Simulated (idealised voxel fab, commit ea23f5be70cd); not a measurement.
Process module name: voxel transistor to metal
Each square cell in cross-section cut measures 5 nm, and the section as a whole is 150 nm wide.
Cross-section layout: square cells on a grid; listed as bands, top to bottom; a band spans one or more cell rows. Each band's line starts with the height of the band's top and of its bottom, in nm. Then come its materials from left to right, each with its width in nm. One material with "edge to edge" fills the band from edge to edge. "blank" is empty space. Height 0 is the level under which the wafer as received is all one material. The lowest band goes on downwards, as in "top 0, no bottom". Per-row width for "30..40": begins at first number (top row of band), ends at second number (bottom row), increment between rows held constant. Given "stayed the same" for a step, no cell of the cross-section differs between before and after that step. "Fully enclosed voids" - sealed voids, min. 8 cells, no opening to top; format: width x height at distance (distance from left edge; nm throughout). If you see something after the settings on a step's line, that's the simulator's own remark about that step. overlay nm: mask right of planned place by this much (step with mask). Neg. = left.
[Listed below are the process steps as planned]
1) RECEIVE | material Si
2) OXIDIZE | depth nm 5
3) CONFORMAL_DEP | material SiN | thk nm 15
4) MASKED_ETCH | tone cover | mask id ACTIVE | width nm 105 | etch materials SiN | depth nm 15 | overlay nm 0
5) MASKED_ETCH | tone cover | mask id ACTIVE | width nm 105 | etch materials SiO2 | depth nm 5 | overlay nm 0
6) MASKED_ETCH | tone cover | mask id ACTIVE | width nm 105 | etch materials Si | depth nm 35 | overlay nm 0
7) OXIDIZE | depth nm 5
8) FILL_DEP | material SiO2 | thk nm 5
9) CMP | height nm 15
10) SELECTIVE_ETCH | etch materials SiO2 | depth nm 10
11) STRIP | etch materials SiN
12) SELECTIVE_ETCH | etch materials SiO2 | depth nm 5
13) OXIDIZE | depth nm 5
14) DIRECTIONAL_DEP | material polySi | thk nm 20
15) DIRECTIONAL_DEP | material SiCN | thk nm 10
16) MASKED_ETCH | tone cover | mask id GATE | width nm 25 | etch materials SiCN | depth nm 20 | overlay nm 0
17) MASKED_ETCH | tone cover | mask id GATE | width nm 25 | etch materials polySi | depth nm 30 | overlay nm 0
18) CONFORMAL_DEP | material SiN | thk nm 10
19) DIRECTIONAL_ETCH | etch materials SiN | depth nm 10
20) DIRECTIONAL_ETCH | etch materials SiO2 | depth nm 5
21) DIRECTIONAL_ETCH | etch materials Si | depth nm 15
22) EPI | material nSi | thk nm 15
23) FILL_DEP | material SiO2 | thk nm 10
24) CMP | height nm 25
25) DIRECTIONAL_DEP | material SiO2 | thk nm 15
26) PATTERN | tone open | mask id CONTACT | material resist | width nm 15 | pitch nm 80 | thk nm 15 | overlay nm 0
27) DIRECTIONAL_ETCH | etch materials SiO2 | depth nm 50
28) STRIP | etch materials resist
29) CONFORMAL_DEP | material TiN | thk nm 5
30) FILL_DEP | material W | thk nm 10
31) CMP | height nm 40
32) CONFORMAL_DEP | material SiN | thk nm 5
33) DIRECTIONAL_DEP | material lowk | thk nm 25
34) DIRECTIONAL_DEP | material aC | thk nm 10
35) PATTERN | tone open | mask id METAL_1 | material resist | width nm 15 | pitch nm 80 | thk nm 25 | overlay nm 0
36) DIRECTIONAL_ETCH | etch materials aC | depth nm 10
37) STRIP | etch materials resist
38) DIRECTIONAL_ETCH | etch materials lowk | depth nm 25
39) DIRECTIONAL_ETCH | etch materials SiN | depth nm 5
40) STRIP | etch materials aC
41) CONFORMAL_DEP | material TiN | thk nm 5
42) FILL_DEP | material Cu | thk nm 5
43) CMP | height nm 70
44) CONFORMAL_DEP | material SiN | thk nm 5
[First wafer, two in total, run as planned]
[Wafer cross-section on receipt, i.e. after step 1]
top 0, no bottom = Si edge to edge
Fully enclosed voids: none
[Step 2 done - wafer cross-section]
top 0, bottom -5 = SiO2 edge to edge
Note: structure below -5 unchanged.
[Step 3 done - wafer cross-section]
top 15, bottom 0 = SiN edge to edge
Note: structure below 0 unchanged.
[Step 4 done - wafer cross-section]
top 15, bottom 0 = blank (20), SiN (105), blank (25)
Note: structure below 0 unchanged.
[Step 5 done - wafer cross-section]
top 15, bottom 0 = blank (20), SiN (105), blank (25)
top 0, bottom -5 = blank (20), SiO2 (105), blank (25)
Note: structure below -5 unchanged.
[Step 6 done - wafer cross-section]
top 15, bottom 0 = blank (20), SiN (105), blank (25)
top 0, bottom -5 = blank (20), SiO2 (105), blank (25)
top -5, bottom -40 = blank (20), Si (105), blank (25)
Note: structure below -40 unchanged.
[Step 7 done - wafer cross-section]
top 15, bottom 0 = blank (20), SiN (105), blank (25)
top 0, bottom -5 = blank (20), SiO2 (105), blank (25)
top -5, bottom -40 = blank (20), SiO2 (5), Si (95), SiO2 (5), blank (25)
top -40, bottom -45 = SiO2 (25), Si (95), SiO2 (30)
Note: structure below -45 unchanged.
[Step 8 done - wafer cross-section]
top 20, bottom 15 = SiO2 edge to edge
top 15, bottom 0 = SiO2 (20), SiN (105), SiO2 (25)
top 0, bottom -5 = SiO2 edge to edge
top -5, bottom -45 = SiO2 (25), Si (95), SiO2 (30)
Note: structure below -45 unchanged.
[Step 9 done - wafer cross-section]
top 15, bottom 0 = SiO2 (20), SiN (105), SiO2 (25)
Note: structure below 0 unchanged.
[Step 10 done - wafer cross-section]
top 15, bottom 5 = blank (20), SiN (105), blank (25)
Note: structure below 5 unchanged.
[Step 11 done - wafer cross-section]
top 5, bottom 0 = SiO2 (20), blank (105), SiO2 (25)
Note: structure below 0 unchanged.
[Step 12 done - wafer cross-section]
top 0, bottom -5 = SiO2 (15), blank (115), SiO2 (20)
Note: structure below -5 unchanged.
[Step 13 done - wafer cross-section]
top 0, bottom -5 = SiO2 (15), blank (115), SiO2 (20)
top -5, bottom -10 = SiO2 edge to edge
Note: structure below -10 unchanged.
[Step 14 done - wafer cross-section]
top 20, bottom 15 = polySi (15), blank (115), polySi (20)
top 15, bottom 0 = polySi edge to edge
top 0, bottom -5 = SiO2 (15), polySi (115), SiO2 (20)
Note: structure below -5 unchanged.
[Step 15 done - wafer cross-section]
top 30, bottom 25 = SiCN (15), blank (115), SiCN (20)
top 25, bottom 20 = SiCN edge to edge
top 20, bottom 15 = polySi (15), SiCN (115), polySi (20)
Note: structure below 15 unchanged.
[Step 16 done - wafer cross-section]
top 25, bottom 20 = blank (60), SiCN (25), blank (65)
top 20, bottom 15 = polySi (15), blank (45), SiCN (25), blank (45), polySi (20)
Note: structure below 15 unchanged.
[Step 17 done - wafer cross-section]
top 25, bottom 15 = blank (60), SiCN (25), blank (65)
top 15, bottom 0 = blank (60), polySi (25), blank (65)
top 0, bottom -5 = SiO2 (15), blank (45), polySi (25), blank (45), SiO2 (20)
Note: structure below -5 unchanged.
[Step 18 done - wafer cross-section]
top 35, bottom 25 = blank (50), SiN (45), blank (55)
top 25, bottom 15 = blank (50), SiN (10), SiCN (25), SiN (10), blank (55)
top 15, bottom 10 = blank (50), SiN (10), polySi (25), SiN (10), blank (55)
top 10, bottom 5 = SiN (25), blank (25), SiN (10), polySi (25), SiN (10), blank (25), SiN (30)
top 5, bottom 0 = SiN (60), polySi (25), SiN (65)
top 0, bottom -5 = SiO2 (15), SiN (45), polySi (25), SiN (45), SiO2 (20)
Note: structure below -5 unchanged.
[Step 19 done - wafer cross-section]
top 25, bottom 15 = blank (50), SiN (10), SiCN (25), SiN (10), blank (55)
top 15, bottom 0 = blank (50), SiN (10), polySi (25), SiN (10), blank (55)
top 0, bottom -5 = SiO2 (15), SiN (10), blank (25), SiN (10), polySi (25), SiN (10), blank (25), SiN (10), SiO2 (20)
Note: structure below -5 unchanged.
[Step 20 done - wafer cross-section]
top 25, bottom 15 = blank (50), SiN (10), SiCN (25), SiN (10), blank (55)
top 15, bottom 0 = blank (50), SiN (10), polySi (25), SiN (10), blank (55)
top 0, bottom -5 = blank (15), SiN (10), blank (25), SiN (10), polySi (25), SiN (10), blank (25), SiN (10), blank (20)
top -5, bottom -10 = SiO2 (25), blank (25), SiO2 (45), blank (25), SiO2 (30)
Note: structure below -10 unchanged.
[Step 21 done - wafer cross-section]
top 25, bottom 15 = blank (50), SiN (10), SiCN (25), SiN (10), blank (55)
top 15, bottom 0 = blank (50), SiN (10), polySi (25), SiN (10), blank (55)
top 0, bottom -5 = blank (15), SiN (10), blank (25), SiN (10), polySi (25), SiN (10), blank (25), SiN (10), blank (20)
top -5, bottom -10 = SiO2 (25), blank (25), SiO2 (45), blank (25), SiO2 (30)
top -10, bottom -25 = SiO2 (25), blank (25), Si (45), blank (25), SiO2 (30)
Note: structure below -25 unchanged.
[Step 22 done - wafer cross-section]
top 25, bottom 15 = blank (50), SiN (10), SiCN (25), SiN (10), blank (55)
top 15, bottom 5 = blank (50), SiN (10), polySi (25), SiN (10), blank (55)
top 5, bottom 0 = blank (35), nSi (15), SiN (10), polySi (25), SiN (10), nSi (15), blank (40)
top 0, bottom -5 = blank (15), SiN (10), blank (10), nSi (15), SiN (10), polySi (25), SiN (10), nSi (15), blank (10), SiN (10), blank (20)
top -5, bottom -10 = SiO2 (25), blank (10), nSi (15), SiO2 (45), nSi (15), blank (10), SiO2 (30)
top -10, bottom -25 = SiO2 (25), nSi (25), Si (45), nSi (25), SiO2 (30)
Note: structure below -25 unchanged.
[Step 23 done - wafer cross-section]
top 35, bottom 25 = SiO2 edge to edge
top 25, bottom 15 = SiO2 (50), SiN (10), SiCN (25), SiN (10), SiO2 (55)
top 15, bottom 5 = SiO2 (50), SiN (10), polySi (25), SiN (10), SiO2 (55)
top 5, bottom 0 = SiO2 (35), nSi (15), SiN (10), polySi (25), SiN (10), nSi (15), SiO2 (40)
top 0, bottom -5 = SiO2 (15), SiN (10), SiO2 (10), nSi (15), SiN (10), polySi (25), SiN (10), nSi (15), SiO2 (10), SiN (10), SiO2 (20)
top -5, bottom -10 = SiO2 (35), nSi (15), SiO2 (45), nSi (15), SiO2 (40)
Note: structure below -10 unchanged.
[Step 24 done - wafer cross-section]
top 25, bottom 15 = SiO2 (50), SiN (10), SiCN (25), SiN (10), SiO2 (55)
Note: structure below 15 unchanged.
[Step 25 done - wafer cross-section]
top 40, bottom 25 = SiO2 edge to edge
Note: structure below 25 unchanged.
[Step 26 done - wafer cross-section]
top 55, bottom 40 = resist (25), blank (15), resist (65), blank (15), resist (30)
Note: structure below 40 unchanged.
[Step 27 done - wafer cross-section]
top 55, bottom 40 = resist (25), blank (15), resist (65), blank (15), resist (30)
top 40, bottom 25 = SiO2 (25), blank (15), SiO2 (65), blank (15), SiO2 (30)
top 25, bottom 15 = SiO2 (25), blank (15), SiO2 (10), SiN (10), SiCN (25), SiN (10), SiO2 (10), blank (15), SiO2 (30)
top 15, bottom 5 = SiO2 (25), blank (15), SiO2 (10), SiN (10), polySi (25), SiN (10), SiO2 (10), blank (15), SiO2 (30)
top 5, bottom 0 = SiO2 (25), blank (10), nSi (15), SiN (10), polySi (25), SiN (10), nSi (15), blank (10), SiO2 (30)
top 0, bottom -5 = SiO2 (15), SiN (10), blank (10), nSi (15), SiN (10), polySi (25), SiN (10), nSi (15), blank (10), SiN (10), SiO2 (20)
top -5, bottom -10 = SiO2 (25), blank (10), nSi (15), SiO2 (45), nSi (15), blank (10), SiO2 (30)
Note: structure below -10 unchanged.
[Step 28 done - wafer cross-section]
top 40, bottom 25 = SiO2 (25), blank (15), SiO2 (65), blank (15), SiO2 (30)
Note: structure below 25 unchanged.
[Step 29 done - wafer cross-section]
top 45, bottom 40 = TiN (30), blank (5), TiN (75), blank (5), TiN (35)
top 40, bottom 25 = SiO2 (25), TiN (5), blank (5), TiN (5), SiO2 (65), TiN (5), blank (5), TiN (5), SiO2 (30)
top 25, bottom 15 = SiO2 (25), TiN (5), blank (5), TiN (5), SiO2 (10), SiN (10), SiCN (25), SiN (10), SiO2 (10), TiN (5), blank (5), TiN (5), SiO2 (30)
top 15, bottom 10 = SiO2 (25), TiN (5), blank (5), TiN (5), SiO2 (10), SiN (10), polySi (25), SiN (10), SiO2 (10), TiN (5), blank (5), TiN (5), SiO2 (30)
top 10, bottom 5 = SiO2 (25), TiN (15), SiO2 (10), SiN (10), polySi (25), SiN (10), SiO2 (10), TiN (15), SiO2 (30)
top 5, bottom 0 = SiO2 (25), TiN (10), nSi (15), SiN (10), polySi (25), SiN (10), nSi (15), TiN (10), SiO2 (30)
top 0, bottom -5 = SiO2 (15), SiN (10), TiN (10), nSi (15), SiN (10), polySi (25), SiN (10), nSi (15), TiN (10), SiN (10), SiO2 (20)
top -5, bottom -10 = SiO2 (25), TiN (10), nSi (15), SiO2 (45), nSi (15), TiN (10), SiO2 (30)
Note: structure below -10 unchanged.
[Step 30 done - wafer cross-section]
top 55, bottom 45 = W edge to edge
top 45, bottom 40 = TiN (30), W (5), TiN (75), W (5), TiN (35)
top 40, bottom 25 = SiO2 (25), TiN (5), W (5), TiN (5), SiO2 (65), TiN (5), W (5), TiN (5), SiO2 (30)
top 25, bottom 15 = SiO2 (25), TiN (5), W (5), TiN (5), SiO2 (10), SiN (10), SiCN (25), SiN (10), SiO2 (10), TiN (5), W (5), TiN (5), SiO2 (30)
top 15, bottom 10 = SiO2 (25), TiN (5), W (5), TiN (5), SiO2 (10), SiN (10), polySi (25), SiN (10), SiO2 (10), TiN (5), W (5), TiN (5), SiO2 (30)
Note: structure below 10 unchanged.
[Step 31 done - wafer cross-section]
top 40, bottom 25 = SiO2 (25), TiN (5), W (5), TiN (5), SiO2 (65), TiN (5), W (5), TiN (5), SiO2 (30)
Note: structure below 25 unchanged.
[Step 32 done - wafer cross-section]
top 45, bottom 40 = SiN edge to edge
Note: structure below 40 unchanged.
[Step 33 done - wafer cross-section]
top 70, bottom 45 = lowk edge to edge
Note: structure below 45 unchanged.
[Step 34 done - wafer cross-section]
top 80, bottom 70 = aC edge to edge
Note: structure below 70 unchanged.
[Step 35 done - wafer cross-section]
top 105, bottom 80 = resist (25), blank (15), resist (65), blank (15), resist (30)
Note: structure below 80 unchanged.
[Step 36 done - wafer cross-section]
top 95, bottom 80 = resist (25), blank (15), resist (65), blank (15), resist (30)
top 80, bottom 70 = aC (25), blank (15), aC (65), blank (15), aC (30)
Note: structure below 70 unchanged.
[Step 37 done - wafer cross-section]
top 80, bottom 70 = aC (25), blank (15), aC (65), blank (15), aC (30)
Note: structure below 70 unchanged.
[Step 38 done - wafer cross-section]
top 80, bottom 70 = aC (25), blank (15), aC (65), blank (15), aC (30)
top 70, bottom 45 = lowk (25), blank (15), lowk (65), blank (15), lowk (30)
Note: structure below 45 unchanged.
[Step 39 done - wafer cross-section]
top 80, bottom 70 = aC (25), blank (15), aC (65), blank (15), aC (30)
top 70, bottom 45 = lowk (25), blank (15), lowk (65), blank (15), lowk (30)
top 45, bottom 40 = SiN (25), blank (15), SiN (65), blank (15), SiN (30)
Note: structure below 40 unchanged.
[Step 40 done - wafer cross-section]
top 70, bottom 45 = lowk (25), blank (15), lowk (65), blank (15), lowk (30)
Note: structure below 45 unchanged.
[Step 41 done - wafer cross-section]
top 75, bottom 70 = TiN (30), blank (5), TiN (75), blank (5), TiN (35)
top 70, bottom 45 = lowk (25), TiN (5), blank (5), TiN (5), lowk (65), TiN (5), blank (5), TiN (5), lowk (30)
top 45, bottom 40 = SiN (25), TiN (15), SiN (65), TiN (15), SiN (30)
Note: structure below 40 unchanged.
[Step 42 done - wafer cross-section]
top 80, bottom 75 = Cu edge to edge
top 75, bottom 70 = TiN (30), Cu (5), TiN (75), Cu (5), TiN (35)
top 70, bottom 45 = lowk (25), TiN (5), Cu (5), TiN (5), lowk (65), TiN (5), Cu (5), TiN (5), lowk (30)
Note: structure below 45 unchanged.
[Step 43 done - wafer cross-section]
top 70, bottom 45 = lowk (25), TiN (5), Cu (5), TiN (5), lowk (65), TiN (5), Cu (5), TiN (5), lowk (30)
Note: structure below 45 unchanged.
[Step 44 done - wafer cross-section]
top 75, bottom 70 = SiN edge to edge
Note: structure below 70 unchanged.
[The second wafer: identical to the first at the outset and in its planned sequence, differing only in that one mistake was made during processing; up to and including step 15, its path is the first wafer's path]
[Second wafer at the planned finish of step 16, seen in cross-section]
top 25, bottom 20 = blank (60), SiCN (30), blank (60)
top 20, bottom 15 = polySi (15), blank (45), SiCN (30), blank (40), polySi (20)
Note: structure below 15 unchanged.
[Second wafer at the planned finish of step 17, seen in cross-section]
top 25, bottom 15 = blank (60), SiCN (30), blank (60)
top 15, bottom 0 = blank (60), polySi (30), blank (60)
top 0, bottom -5 = SiO2 (15), blank (45), polySi (30), blank (40), SiO2 (20)
Note: structure below -5 unchanged.
[Second wafer at the planned finish of step 18, seen in cross-section]
top 35, bottom 25 = blank (50), SiN (50), blank (50)
top 25, bottom 15 = blank (50), SiN (10), SiCN (30), SiN (10), blank (50)
top 15, bottom 10 = blank (50), SiN (10), polySi (30), SiN (10), blank (50)
top 10, bottom 5 = SiN (25), blank (25), SiN (10), polySi (30), SiN (10), blank (20), SiN (30)
top 5, bottom 0 = SiN (60), polySi (30), SiN (60)
top 0, bottom -5 = SiO2 (15), SiN (45), polySi (30), SiN (40), SiO2 (20)
Note: structure below -5 unchanged.
[Second wafer at the planned finish of step 19, seen in cross-section]
top 25, bottom 15 = blank (50), SiN (10), SiCN (30), SiN (10), blank (50)
top 15, bottom 0 = blank (50), SiN (10), polySi (30), SiN (10), blank (50)
top 0, bottom -5 = SiO2 (15), SiN (10), blank (25), SiN (10), polySi (30), SiN (10), blank (20), SiN (10), SiO2 (20)
Note: structure below -5 unchanged.
[Second wafer at the planned finish of step 20, seen in cross-section]
top 25, bottom 15 = blank (50), SiN (10), SiCN (30), SiN (10), blank (50)
top 15, bottom 0 = blank (50), SiN (10), polySi (30), SiN (10), blank (50)
top 0, bottom -5 = blank (15), SiN (10), blank (25), SiN (10), polySi (30), SiN (10), blank (20), SiN (10), blank (20)
top -5, bottom -10 = SiO2 (25), blank (25), SiO2 (50), blank (20), SiO2 (30)
Note: structure below -10 unchanged.
[Second wafer at the planned finish of step 21, seen in cross-section]
top 25, bottom 15 = blank (50), SiN (10), SiCN (30), SiN (10), blank (50)
top 15, bottom 0 = blank (50), SiN (10), polySi (30), SiN (10), blank (50)
top 0, bottom -5 = blank (15), SiN (10), blank (25), SiN (10), polySi (30), SiN (10), blank (20), SiN (10), blank (20)
top -5, bottom -10 = SiO2 (25), blank (25), SiO2 (50), blank (20), SiO2 (30)
top -10, bottom -25 = SiO2 (25), blank (25), Si (50), blank (20), SiO2 (30)
Note: structure below -25 unchanged.
[Second wafer at the planned finish of step 22, seen in cross-section]
top 25, bottom 15 = blank (50), SiN (10), SiCN (30), SiN (10), blank (50)
top 15, bottom 5 = blank (50), SiN (10), polySi (30), SiN (10), blank (50)
top 5, bottom 0 = blank (35), nSi (15), SiN (10), polySi (30), SiN (10), nSi (15), blank (35)
top 0, bottom -5 = blank (15), SiN (10), blank (10), nSi (15), SiN (10), polySi (30), SiN (10), nSi (15), blank (5), SiN (10), blank (20)
top -5, bottom -10 = SiO2 (25), blank (10), nSi (15), SiO2 (50), nSi (15), blank (5), SiO2 (30)
top -10, bottom -25 = SiO2 (25), nSi (25), Si (50), nSi (20), SiO2 (30)
Note: structure below -25 unchanged.
[Second wafer at the planned finish of step 23, seen in cross-section]
top 35, bottom 25 = SiO2 edge to edge
top 25, bottom 15 = SiO2 (50), SiN (10), SiCN (30), SiN (10), SiO2 (50)
top 15, bottom 5 = SiO2 (50), SiN (10), polySi (30), SiN (10), SiO2 (50)
top 5, bottom 0 = SiO2 (35), nSi (15), SiN (10), polySi (30), SiN (10), nSi (15), SiO2 (35)
top 0, bottom -5 = SiO2 (15), SiN (10), SiO2 (10), nSi (15), SiN (10), polySi (30), SiN (10), nSi (15), SiO2 (5), SiN (10), SiO2 (20)
top -5, bottom -10 = SiO2 (35), nSi (15), SiO2 (50), nSi (15), SiO2 (35)
Note: structure below -10 unchanged.
[Second wafer at the planned finish of step 24, seen in cross-section]
top 25, bottom 15 = SiO2 (50), SiN (10), SiCN (30), SiN (10), SiO2 (50)
Note: structure below 15 unchanged.
[Second wafer at the planned finish of step 25, seen in cross-section]
top 40, bottom 25 = SiO2 edge to edge
Note: structure below 25 unchanged.
[Second wafer at the planned finish of step 26, seen in cross-section]
top 55, bottom 40 = resist (25), blank (15), resist (65), blank (15), resist (30)
Note: structure below 40 unchanged.
[Second wafer at the planned finish of step 27, seen in cross-section]
top 55, bottom 40 = resist (25), blank (15), resist (65), blank (15), resist (30)
top 40, bottom 25 = SiO2 (25), blank (15), SiO2 (65), blank (15), SiO2 (30)
top 25, bottom 15 = SiO2 (25), blank (15), SiO2 (10), SiN (10), SiCN (30), SiN (10), SiO2 (5), blank (15), SiO2 (30)
top 15, bottom 5 = SiO2 (25), blank (15), SiO2 (10), SiN (10), polySi (30), SiN (10), SiO2 (5), blank (15), SiO2 (30)
top 5, bottom 0 = SiO2 (25), blank (10), nSi (15), SiN (10), polySi (30), SiN (10), nSi (15), blank (5), SiO2 (30)
top 0, bottom -5 = SiO2 (15), SiN (10), blank (10), nSi (15), SiN (10), polySi (30), SiN (10), nSi (15), blank (5), SiN (10), SiO2 (20)
top -5, bottom -10 = SiO2 (25), blank (10), nSi (15), SiO2 (50), nSi (15), blank (5), SiO2 (30)
Note: structure below -10 unchanged.
[Second wafer at the planned finish of step 28, seen in cross-section]
top 40, bottom 25 = SiO2 (25), blank (15), SiO2 (65), blank (15), SiO2 (30)
Note: structure below 25 unchanged.
[Second wafer at the planned finish of step 29, seen in cross-section]
top 45, bottom 40 = TiN (30), blank (5), TiN (75), blank (5), TiN (35)
top 40, bottom 25 = SiO2 (25), TiN (5), blank (5), TiN (5), SiO2 (65), TiN (5), blank (5), TiN (5), SiO2 (30)
top 25, bottom 15 = SiO2 (25), TiN (5), blank (5), TiN (5), SiO2 (10), SiN (10), SiCN (30), SiN (10), SiO2 (5), TiN (5), blank (5), TiN (5), SiO2 (30)
top 15, bottom 10 = SiO2 (25), TiN (5), blank (5), TiN (5), SiO2 (10), SiN (10), polySi (30), SiN (10), SiO2 (5), TiN (5), blank (5), TiN (5), SiO2 (30)
top 10, bottom 5 = SiO2 (25), TiN (15), SiO2 (10), SiN (10), polySi (30), SiN (10), SiO2 (5), TiN (15), SiO2 (30)
top 5, bottom 0 = SiO2 (25), TiN (10), nSi (15), SiN (10), polySi (30), SiN (10), nSi (15), TiN (5), SiO2 (30)
top 0, bottom -5 = SiO2 (15), SiN (10), TiN (10), nSi (15), SiN (10), polySi (30), SiN (10), nSi (15), TiN (5), SiN (10), SiO2 (20)
top -5, bottom -10 = SiO2 (25), TiN (10), nSi (15), SiO2 (50), nSi (15), TiN (5), SiO2 (30)
Note: structure below -10 unchanged.
[Second wafer at the planned finish of step 30, seen in cross-section]
top 55, bottom 45 = W edge to edge
top 45, bottom 40 = TiN (30), W (5), TiN (75), W (5), TiN (35)
top 40, bottom 25 = SiO2 (25), TiN (5), W (5), TiN (5), SiO2 (65), TiN (5), W (5), TiN (5), SiO2 (30)
top 25, bottom 15 = SiO2 (25), TiN (5), W (5), TiN (5), SiO2 (10), SiN (10), SiCN (30), SiN (10), SiO2 (5), TiN (5), W (5), TiN (5), SiO2 (30)
top 15, bottom 10 = SiO2 (25), TiN (5), W (5), TiN (5), SiO2 (10), SiN (10), polySi (30), SiN (10), SiO2 (5), TiN (5), W (5), TiN (5), SiO2 (30)
Note: structure below 10 unchanged.
[Second wafer at the planned finish of step 31, seen in cross-section]
top 40, bottom 25 = SiO2 (25), TiN (5), W (5), TiN (5), SiO2 (65), TiN (5), W (5), TiN (5), SiO2 (30)
Note: structure below 25 unchanged.
[Second wafer at the planned finish of step 32, seen in cross-section]
top 45, bottom 40 = SiN edge to edge
Note: structure below 40 unchanged.
[Second wafer at the planned finish of step 33, seen in cross-section]
top 70, bottom 45 = lowk edge to edge
Note: structure below 45 unchanged.
[Second wafer at the planned finish of step 34, seen in cross-section]
top 80, bottom 70 = aC edge to edge
Note: structure below 70 unchanged.
[Second wafer at the planned finish of step 35, seen in cross-section]
top 105, bottom 80 = resist (25), blank (15), resist (65), blank (15), resist (30)
Note: structure below 80 unchanged.
[Second wafer at the planned finish of step 36, seen in cross-section]
top 95, bottom 80 = resist (25), blank (15), resist (65), blank (15), resist (30)
top 80, bottom 70 = aC (25), blank (15), aC (65), blank (15), aC (30)
Note: structure below 70 unchanged.
[Second wafer at the planned finish of step 37, seen in cross-section]
top 80, bottom 70 = aC (25), blank (15), aC (65), blank (15), aC (30)
Note: structure below 70 unchanged.
[Second wafer at the planned finish of step 38, seen in cross-section]
top 80, bottom 70 = aC (25), blank (15), aC (65), blank (15), aC (30)
top 70, bottom 45 = lowk (25), blank (15), lowk (65), blank (15), lowk (30)
Note: structure below 45 unchanged.
[Second wafer at the planned finish of step 39, seen in cross-section]
top 80, bottom 70 = aC (25), blank (15), aC (65), blank (15), aC (30)
top 70, bottom 45 = lowk (25), blank (15), lowk (65), blank (15), lowk (30)
top 45, bottom 40 = SiN (25), blank (15), SiN (65), blank (15), SiN (30)
Note: structure below 40 unchanged.
[Second wafer at the planned finish of step 40, seen in cross-section]
top 70, bottom 45 = lowk (25), blank (15), lowk (65), blank (15), lowk (30)
Note: structure below 45 unchanged.
[Second wafer at the planned finish of step 41, seen in cross-section]
top 75, bottom 70 = TiN (30), blank (5), TiN (75), blank (5), TiN (35)
top 70, bottom 45 = lowk (25), TiN (5), blank (5), TiN (5), lowk (65), TiN (5), blank (5), TiN (5), lowk (30)
top 45, bottom 40 = SiN (25), TiN (15), SiN (65), TiN (15), SiN (30)
Note: structure below 40 unchanged.
[Second wafer at the planned finish of step 42, seen in cross-section]
top 80, bottom 75 = Cu edge to edge
top 75, bottom 70 = TiN (30), Cu (5), TiN (75), Cu (5), TiN (35)
top 70, bottom 45 = lowk (25), TiN (5), Cu (5), TiN (5), lowk (65), TiN (5), Cu (5), TiN (5), lowk (30)
Note: structure below 45 unchanged.
[Second wafer at the planned finish of step 43, seen in cross-section]
top 70, bottom 45 = lowk (25), TiN (5), Cu (5), TiN (5), lowk (65), TiN (5), Cu (5), TiN (5), lowk (30)
Note: structure below 45 unchanged.
[Second wafer at the planned finish of step 44, seen in cross-section]
top 75, bottom 70 = SiN edge to edge
Note: structure below 70 unchanged.
Want to know what went wrong? step 16 was processed under conditions differing from the plan, specifically as MASKED_ETCH | tone cover | mask id GATE | width nm 30 | etch materials SiCN | depth nm 20 | overlay nm 0
End of process, cell counts, second wafer against first, materials with more or fewer: +3 Si; +2 SiCN; -3 SiO2; -3 TiN; -3 nSi; +4 polySi
